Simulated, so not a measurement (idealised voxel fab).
process module | voxel self aligned vias
cross-section cut | 190 nm wide | cells 5 nm
A cross-section is a grid of square cells, given in bands from the top down. A band is one or more rows of cells.
Each band's line starts with the height of the band's top and of its bottom, in nm. Then come its materials from left to right, each with its width in nm. One material with "throughout" fills the band from edge to edge. "air" is empty space.
Height 0 is the level under which the wafer as received is all one material. The lowest band goes on downwards, as in "0 down".
A width such as "30 to 40" changes by the same amount from each row of cells to the next, from the band's top row to its bottom row.
"no change" after a step means that no cell of the cross-section changed.
closed voids: empty space of 8 cells or more with no open way to the top, each as width x height at its distance from the left edge, in nm
after a step's settings: what the simulator itself notes on the step
overlay nm, on a step with a mask: how far to the right of its planned place the mask lay; to the left if negative
plan
1 op RECEIVE | material Si
2 op CONFORMAL_DEP | material SiO2 | thk nm 15
3 op CONFORMAL_DEP | material SiCN | thk nm 5
4 op DIRECTIONAL_DEP | material lowk | thk nm 25
5 op PATTERN | tone open | mask id LINES | material resist | width nm 30 | pitch nm 55 | thk nm 15 | overlay nm 0
6 op DIRECTIONAL_ETCH | etch materials lowk | depth nm 25
7 op STRIP | etch materials resist
8 op CONFORMAL_DEP | material TiN | thk nm 5
9 op FILL_DEP | material W | thk nm 10
10 op CMP | height nm 45
11 op SELECTIVE_ETCH | etch materials W Ru TiN | depth nm 5
12 op FILL_DEP | material SiN | thk nm 10
13 op CMP | height nm 45
14 op DIRECTIONAL_DEP | material lowk | thk nm 15
15 op MASKED_ETCH | tone open | mask id VIAS | width nm 30 | pitch nm 55 | etch materials lowk | depth nm 15 | overlay nm 0
16 op MASKED_ETCH | tone open | mask id VIAS | width nm 40 | pitch nm 55 | etch materials SiN | depth nm 5 | overlay nm 0
17 op CONFORMAL_DEP | material TiN | thk nm 5
18 op FILL_DEP | material Ru | thk nm 5
19 op CMP | height nm 60
20 op CONFORMAL_DEP | material SiCN | thk nm 5
varied across the wafers: width nm of step 15. The plan shows the first wafer's value. All wafers start alike
first wafer as received, after step 1
  0 down: Si throughout
  closed voids: none
first wafer at the end, after step 20
  65 to 60: SiCN throughout
  60 to 45: lowk 50 | TiN 5 | Ru 20 | TiN 5 | lowk 25 | TiN 5 | Ru 20 | TiN 5 | lowk 55
  45 to 40: lowk 50 | TiN 30 | lowk 25 | TiN 30 | lowk 55
  40 to 25: lowk 50 | TiN 5 | W 20 | TiN 5 | lowk 25 | TiN 5 | W 20 | TiN 5 | lowk 55
  25 to 20: lowk 50 | TiN 30 | lowk 25 | TiN 30 | lowk 55
  20 to 15: SiCN throughout
  15 to 0: SiO2 throughout
  0 down: Si throughout
  closed voids: none
last wafer at the end
  65 to 60: SiCN throughout
  60 to 50: lowk 45 | TiN 5 | Ru 30 | TiN 5 | lowk 15 | TiN 5 | Ru 30 | TiN 5 | lowk 50
  50 to 45: lowk 45 | TiN 10 | Ru 20 | TiN 10 | lowk 15 | TiN 10 | Ru 20 | TiN 10 | lowk 50
  45 to 40: lowk 50 | TiN 30 | lowk 25 | TiN 30 | lowk 55
  40 to 25: lowk 50 | TiN 5 | W 20 | TiN 5 | lowk 25 | TiN 5 | W 20 | TiN 5 | lowk 55
  25 to 20: lowk 50 | TiN 30 | lowk 25 | TiN 30 | lowk 55
  20 to 15: SiCN throughout
  15 to 0: SiO2 throughout
  0 down: Si throughout
  closed voids: none
each wafer at the end: cells of each material gained (+) or lost (-) since it was received, then its closed voids
width nm 30 | +24 Ru | +76 SiCN | +114 SiO2 | +48 TiN | +24 W | +208 lowk | closed voids: none
width nm 35 | +28 Ru | +76 SiCN | +114 SiO2 | +50 TiN | +24 W | +202 lowk | closed voids: none
width nm 40 | +32 Ru | +76 SiCN | +114 SiO2 | +52 TiN | +24 W | +196 lowk | closed voids: none
